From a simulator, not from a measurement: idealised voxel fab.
A process module follows: voxel ribs on slabs.
Xsec cut, 155 nm wide, square cell size 5 nm.
When this document writes out a cross-section, it uses a grid of square cells and lists it as bands, beginning at the top and moving down, with a band standing for one or more rows of cells. Per band: top height and bottom height in nm, followed by the left-to-right materials and their widths in nm; "edge to edge" marks a single material spanning edge to edge, "empty" marks empty space. Where do heights start? At 0: under that level the wafer as delivered is made of one material only. And the lowest band has no floor; it just carries on downward, as in "0 and below". Note: "30->40" means the width goes from the first number (top row of the band) to the second number (bottom row) in equal steps per row of cells. Reading "remained unchanged" for a step: not a cell of the cross-section changed in it. The entry titled "Closed void catalog" provides the empty spaces that have no open way to the top, restricted to those of 8 cells or more. Each is presented as width x height at distance, the distance being measured from the left edge, with all three in nm. Past the settings on a step's line: simulator remark, on that step. The optional step-line setting "overlay nm" applies to steps with a mask and quantifies how far to the right of its planned location the mask lay, a negative value indicating leftward placement.
Planned step list for the process:
1 RECEIVE [material Si]
2 DIRECTIONAL_DEP [material SiO2] [thk nm 20]
3 DIRECTIONAL_DEP [material polySi] [thk nm 25]
4 PATTERN [tone cover] [mask id RIB] [material resist] [width nm 25] [thk nm 15] [overlay nm 0]
5 DIRECTIONAL_ETCH [etch materials polySi] [depth nm 5]
6 STRIP [etch materials resist]
7 MASKED_ETCH [tone cover] [mask id SLAB] [width nm 85] [etch materials polySi] [depth nm 20] [overlay nm 0]
8 FILL_DEP [material SiO2] [thk nm 30]
9 CMP [height nm 65]
10 DIRECTIONAL_DEP [material TiN] [thk nm 10]
11 DIRECTIONAL_DEP [material aC] [thk nm 10]
12 PATTERN [tone cover] [mask id HEATER] [material resist] [width nm 35] [thk nm 30] [overlay nm 0]
13 DIRECTIONAL_ETCH [etch materials aC] [depth nm 10]
14 STRIP [etch materials resist]
15 DIRECTIONAL_ETCH [etch materials TiN] [depth nm 10]
16 STRIP [etch materials aC]
17 CONFORMAL_DEP [material SiN] [thk nm 10]
Received-state cross-section, reflecting completion of step 1:
> 0 and below = Si edge to edge
> Closed void catalog: none
Final cross-section, module run with one mistake (start and plan as above):
> 85 down to 75 = 50 nm empty | 55 nm SiN | 50 nm empty
> 75 down to 65 = 60 nm SiN | 35 nm TiN | 60 nm SiN
> 65 down to 45 = 35 nm SiO2 | 85 nm polySi | 35 nm SiO2
> 45 down to 20 = polySi edge to edge
> 20 down to 0 = SiO2 edge to edge
> 0 and below = Si edge to edge
> Closed void catalog: none
Where did the run depart from the plan? the plan had its step 3 run twice
